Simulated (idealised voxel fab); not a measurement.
The following is a process module called voxel tone inversion.
Displayed cross-section: cut, width of 295 nm, square cells sized 5 nm.
Square cells in a grid make up a cross-section in this document, and the grid is given as bands, listed from the top down, each one or more rows of cells. Quick guide to a band line: top height, bottom height (nm) up front; then every material left to right with its width in nm. Only one material and it's marked "full width"? Then it fills the band edge to edge. And "empty" just means empty space. Zero point of the height axis is 0; under it, received wafer = one material. Lowest band: continues down indefinitely, "from 0 down". Top row gets the first number, bottom row gets the second, and each row in between changes by the same step: that is how a band width like "30..40" works. It should be understood that the words "no change", when stated for a given step, signify that the cross-section underwent no change in any of its cells during that step. Each empty space that has no open way to the top and spans at least 8 cells appears under "Closed void inventory" as width x height at distance, the distance counted from the left edge, all in nm. Past the settings on a step's line: simulator remark, on that step. The optional step-line setting "overlay nm" applies to steps with a mask and quantifies how far to the right of its planned location the mask lay, a negative value indicating leftward placement.

Below is the list of planned process steps
1. RECEIVE, material Si
2. CONFORMAL_DEP, material SiCN, thk nm 5
3. DIRECTIONAL_DEP, material aC, thk nm 25
4. PATTERN, tone cover, mask id POSTS, material resist, width nm 25, pitch nm 40, thk nm 35, overlay nm 0
5. DIRECTIONAL_ETCH, etch materials aC, depth nm 25
6. STRIP, etch materials resist
7. FILL_DEP, material lowk, thk nm 5
8. CMP, height nm 30
9. STRIP, etch materials aC

Concerning the first of two wafers, which was run in accordance with the plan

Delivered wafer in cross-section: state after step 1
* from 0 down | Si full width
* Closed void inventory: none

after step 2
* from 5 to 0 | SiCN full width
* Note: structure below 0 unchanged.

after step 3
* from 30 to 5 | aC full width
* Note: structure below 5 unchanged.

after step 4
* from 65 to 30 | empty 75 nm, then resist 25 nm, then empty 15 nm, then resist 25 nm, then empty 15 nm, then resist 25 nm, then empty 15 nm, then resist 25 nm, then empty 75 nm
* Note: structure below 30 unchanged.

after step 5
* from 40 to 30 | empty 75 nm, then resist 25 nm, then empty 15 nm, then resist 25 nm, then empty 15 nm, then resist 25 nm, then empty 15 nm, then resist 25 nm, then empty 75 nm
* from 30 to 5 | empty 75 nm, then aC 25 nm, then empty 15 nm, then aC 25 nm, then empty 15 nm, then aC 25 nm, then empty 15 nm, then aC 25 nm, then empty 75 nm
* Note: structure below 5 unchanged.

after step 6
* from 30 to 5 | empty 75 nm, then aC 25 nm, then empty 15 nm, then aC 25 nm, then empty 15 nm, then aC 25 nm, then empty 15 nm, then aC 25 nm, then empty 75 nm
* Note: structure below 5 unchanged.

after step 7
* from 35 to 30 | lowk full width
* from 30 to 5 | lowk 75 nm, then aC 25 nm, then lowk 15 nm, then aC 25 nm, then lowk 15 nm, then aC 25 nm, then lowk 15 nm, then aC 25 nm, then lowk 75 nm
* Note: structure below 5 unchanged.

after step 8
* from 30 to 5 | lowk 75 nm, then aC 25 nm, then lowk 15 nm, then aC 25 nm, then lowk 15 nm, then aC 25 nm, then lowk 15 nm, then aC 25 nm, then lowk 75 nm
* Note: structure below 5 unchanged.

after step 9
* from 30 to 5 | lowk 75 nm, then empty 25 nm, then lowk 15 nm, then empty 25 nm, then lowk 15 nm, then empty 25 nm, then lowk 15 nm, then empty 25 nm, then lowk 75 nm
* Note: structure below 5 unchanged.

Regarding the second of the two wafers: it shared the first wafer's starting condition and process plan, yet one error occurred during its execution. Its history coincides with that of the first wafer up to and including step 6

X-section, second wafer, when step 7 was due to finish
* from 35 to 30 | SiCN full width
* from 30 to 5 | SiCN 75 nm, then aC 25 nm, then SiCN 15 nm, then aC 25 nm, then SiCN 15 nm, then aC 25 nm, then SiCN 15 nm, then aC 25 nm, then SiCN 75 nm
* Note: structure below 5 unchanged.

X-section, second wafer, when step 8 was due to finish
* from 30 to 5 | SiCN 75 nm, then aC 25 nm, then SiCN 15 nm, then aC 25 nm, then SiCN 15 nm, then aC 25 nm, then SiCN 15 nm, then aC 25 nm, then SiCN 75 nm
* Note: structure below 5 unchanged.

X-section, second wafer, when step 9 was due to finish
* from 30 to 5 | SiCN 75 nm, then empty 25 nm, then SiCN 15 nm, then empty 25 nm, then SiCN 15 nm, then empty 25 nm, then SiCN 15 nm, then empty 25 nm, then SiCN 75 nm
* Note: structure below 5 unchanged.
Error vs. plan: contrary to plan, step 7 was performed as FILL_DEP, material SiCN, thk nm 5
Upon completion, the second wafer contains, in terms of cells, a greater or smaller amount of certain materials than the first wafer: 195 more of SiCN; 195 fewer of lowk
